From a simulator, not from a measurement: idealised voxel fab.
Title: Process Module voxel plated lines
The figure presents cross-section cut, which has a width of 170 nm and is divided into square cells with an edge length of 5 nm.
Cross-section = grid of square cells, listed top down in bands; band = one or more rows. A band entry consists of two parts. The first gives the height of the band's top and the height of its bottom, in nm. The rest lists the band's materials from left to right, each with its width in nm. A single material labelled with the word "edge to edge" fills the band from edge to edge, and the word "air" marks empty space. Measure heights from 0. That's the level where, below it, the as-received wafer is all one material. The lowest band is bottomless and extends downward; write it as in "0..down". A width such as "30 to 40" changes by the same amount from each row of cells to the next, from the band's top row to its bottom row. Key: "nothing changed" - step with no changed cell in the cross-section. Each empty space that has no open way to the top and spans at least 8 cells appears under "Fully closed voids" as width x height at distance, the distance counted from the left edge, all in nm. The remark found on a step's line after its settings is issued by the simulator itself and pertains to that step. The setting "overlay nm" may be written on the line of a step. When the step uses a mask, the value reports how far to the right of the planned place the mask lay, and a negative value reports that it lay to the left.
### plan
| 1 | RECEIVE: material Si |
| 2 | CONFORMAL_DEP: material SiN, thk nm 5 |
| 3 | DIRECTIONAL_DEP: material TiN, thk nm 5 |
| 4 | PATTERN: tone open, mask id LINES, material resist, width nm 25, pitch nm 40, thk nm 25, overlay nm -15 |
| 5 | EPI: material Ru, thk nm 5 |
| 6 | EPI: material Ru, thk nm 5 |
| 7 | STRIP: etch materials resist |
| 8 | DIRECTIONAL_ETCH: etch materials TiN, depth nm 5 |
| 9 | CONFORMAL_DEP: material SiO2, thk nm 5 |
The plan's step 4 overlay nm is the first wafer's value; the wafers differ in this setting and start identical.
### First of several wafers (as received, post step 1), cross-sectional view
- 0..down = Si edge to edge
- Fully closed voids: none
### The cross-section of the first of several wafers is given below for the end of the module, after its final step, step 9
- 25..20 = air: 30 / SiO2: 35 / air: 5 / SiO2: 35 / air: 65
- 20..10 = air: 30 / SiO2: 5 / Ru: 25 / SiO2: 5 / air: 5 / SiO2: 5 / Ru: 25 / SiO2: 5 / air: 65
- 10..5 = SiO2: 35 / TiN: 25 / SiO2: 15 / TiN: 25 / SiO2: 70
- 5..0 = SiN edge to edge
- 0..down = Si edge to edge
- Fully closed voids: none
### Cross-sectional depiction of the last of several wafers upon completion of the module
- 25..20 = air: 60 / SiO2: 35 / air: 5 / SiO2: 35 / air: 35
- 20..10 = air: 60 / SiO2: 5 / Ru: 25 / SiO2: 5 / air: 5 / SiO2: 5 / Ru: 25 / SiO2: 5 / air: 35
- 10..5 = SiO2: 65 / TiN: 25 / SiO2: 15 / TiN: 25 / SiO2: 40
- 5..0 = SiN edge to edge
- 0..down = Si edge to edge
- Fully closed voids: none
### Quick key for the table: a row per wafer, taken at the end of the module. For each material it tells you how many cells the wafer gained (+) or lost (-) since it came in, and the closed voids come after
overlay nm -15; +20 Ru; +34 SiN; +46 SiO2; +10 TiN; Fully closed voids: none
overlay nm -10; +20 Ru; +34 SiN; +46 SiO2; +10 TiN; Fully closed voids: none
overlay nm -5; +20 Ru; +34 SiN; +46 SiO2; +10 TiN; Fully closed voids: none
overlay nm 0; +20 Ru; +34 SiN; +46 SiO2; +10 TiN; Fully closed voids: none
overlay nm 5; +20 Ru; +34 SiN; +46 SiO2; +10 TiN; Fully closed voids: none
overlay nm 10; +20 Ru; +34 SiN; +46 SiO2; +10 TiN; Fully closed voids: none
overlay nm 15; +20 Ru; +34 SiN; +46 SiO2; +10 TiN; Fully closed voids: none
